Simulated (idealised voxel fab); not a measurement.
Process module heading - voxel capacitor over wiring
This is section cut - it's 170 nm across, gridded in 5 nm square cells.
Reading order for cross-sections: top band down to bottom band. Underlying form: a grid of square cells. Band size: one or more rows of cells. A band entry consists of two parts. The first gives the height of the band's top and the height of its bottom, in nm. The rest lists the band's materials from left to right, each with its width in nm. A single material labelled with the word "full width" fills the band from edge to edge, and the word "empty" marks empty space. Measure heights from 0. That's the level where, below it, the as-received wafer is all one material. The lowest band is bottomless and extends downward; write it as in "0 and below". The width entry "30..40" should be interpreted row by row: the top row of cells in the band takes the first number, the bottom row takes the second number, and the change between adjacent rows is uniform throughout. Reading "no alteration" for a step: not a cell of the cross-section changed in it. Any empty space of 8 cells or more lacking an open way to the top shows up in "Sealed internal cavities" as width x height at distance, distance from the left edge, in nm. Formally, on a step line, whatever follows the settings is a remark that the simulator itself makes on the step. The line of a step may include "overlay nm". On a step with a mask, this value is how far to the right of its planned place the mask lay. A negative value means the mask lay to the left.

## List of planned process steps
1,RECEIVE [material Si]
2,CONFORMAL_DEP [material SiO2] [thk nm 10]
3,DIRECTIONAL_DEP [material TiN] [thk nm 5]
4,DIRECTIONAL_DEP [material Ru] [thk nm 15]
5,DIRECTIONAL_DEP [material aC] [thk nm 15]
6,PATTERN [tone cover] [mask id METAL_1] [material resist] [width nm 20] [pitch nm 80] [thk nm 35] [overlay nm 0]
7,DIRECTIONAL_ETCH [etch materials aC] [depth nm 15]
8,STRIP [etch materials resist]
9,DIRECTIONAL_ETCH [etch materials Ru] [depth nm 15]
10,DIRECTIONAL_ETCH [etch materials TiN] [depth nm 5]
11,STRIP [etch materials aC]
12,FILL_DEP [material SiO2] [thk nm 10]
13,CMP [height nm 30]
14,CONFORMAL_DEP [material SiCN] [thk nm 5]
15,DIRECTIONAL_DEP [material lowk] [thk nm 15]
16,DIRECTIONAL_DEP [material aC] [thk nm 15]
17,PATTERN [tone open] [mask id PLUG_1] [material resist] [width nm 15] [thk nm 30] [overlay nm 0]
18,DIRECTIONAL_ETCH [etch materials aC] [depth nm 15]
19,STRIP [etch materials resist]
20,DIRECTIONAL_ETCH [etch materials lowk] [depth nm 15]
21,DIRECTIONAL_ETCH [etch materials SiCN] [depth nm 5]
22,STRIP [etch materials aC]
23,CONFORMAL_DEP [material TiN] [thk nm 5]
24,FILL_DEP [material W] [thk nm 5]
25,CMP [height nm 50]
26,DIRECTIONAL_DEP [material TiN] [thk nm 10]
27,DIRECTIONAL_DEP [material SiN] [thk nm 5]
28,DIRECTIONAL_DEP [material TiN] [thk nm 10]
29,MASKED_ETCH [tone cover] [mask id UPPER_PLATE] [width nm 65] [etch materials TiN] [depth nm 10] [overlay nm 0]
30,MASKED_ETCH [tone cover] [mask id UPPER_PLATE] [width nm 65] [etch materials SiN] [depth nm 5] [overlay nm 0]
31,PATTERN [tone cover] [mask id LOWER_PLATE] [material resist] [width nm 75] [thk nm 20] [overlay nm 0]
32,DIRECTIONAL_ETCH [etch materials TiN] [depth nm 10]
33,STRIP [etch materials resist]
34,FILL_DEP [material SiO2] [thk nm 15]
35,CMP [height nm 85]
36,DIRECTIONAL_DEP [material aC] [thk nm 15]
37,PATTERN [tone open] [mask id PLUG_2] [material resist] [width nm 15] [thk nm 30] [overlay nm 0]
38,DIRECTIONAL_ETCH [etch materials aC] [depth nm 15]
39,STRIP [etch materials resist]
40,DIRECTIONAL_ETCH [etch materials SiO2] [depth nm 10]
41,STRIP [etch materials aC]
42,CONFORMAL_DEP [material TiN] [thk nm 5]
43,FILL_DEP [material Cu] [thk nm 5]
44,CMP [height nm 85]
45,CONFORMAL_DEP [material SiN] [thk nm 5]

## Received-state cross-section, reflecting completion of step 1
  0 and below | Si full width
  Sealed internal cavities: none

## Cross-section, end of module. Start: as above. Plan: as above. Execution: one mistake
  90 down to 85 | SiN full width
  85 down to 80 | SiO2 50 nm / TiN 5 nm / Cu 5 nm / TiN 5 nm / SiO2 105 nm
  80 down to 75 | SiO2 50 nm / TiN 15 nm / SiO2 105 nm
  75 down to 65 | SiO2 40 nm / TiN 65 nm / SiO2 65 nm
  65 down to 60 | SiO2 30 nm / SiN 75 nm / SiO2 65 nm
  60 down to 50 | SiO2 30 nm / TiN 80 nm / SiO2 60 nm
  50 down to 35 | lowk 40 nm / TiN 5 nm / W 5 nm / TiN 5 nm / lowk 115 nm
  35 down to 30 | SiCN 40 nm / TiN 15 nm / SiCN 115 nm
  30 down to 15 | SiO2 35 nm / Ru 20 nm / SiO2 60 nm / Ru 20 nm / SiO2 35 nm
  15 down to 10 | SiO2 35 nm / TiN 20 nm / SiO2 60 nm / TiN 20 nm / SiO2 35 nm
  10 down to 0 | SiO2 full width
  0 and below | Si full width
  Sealed internal cavities: none
Finding, execution versus plan: step 30 was run on a setting that differed from the plan, and what really ran there is MASKED_ETCH [tone cover] [mask id UPPER_PLATE] [width nm 65] [etch materials SiN] [depth nm 5] [overlay nm -10]
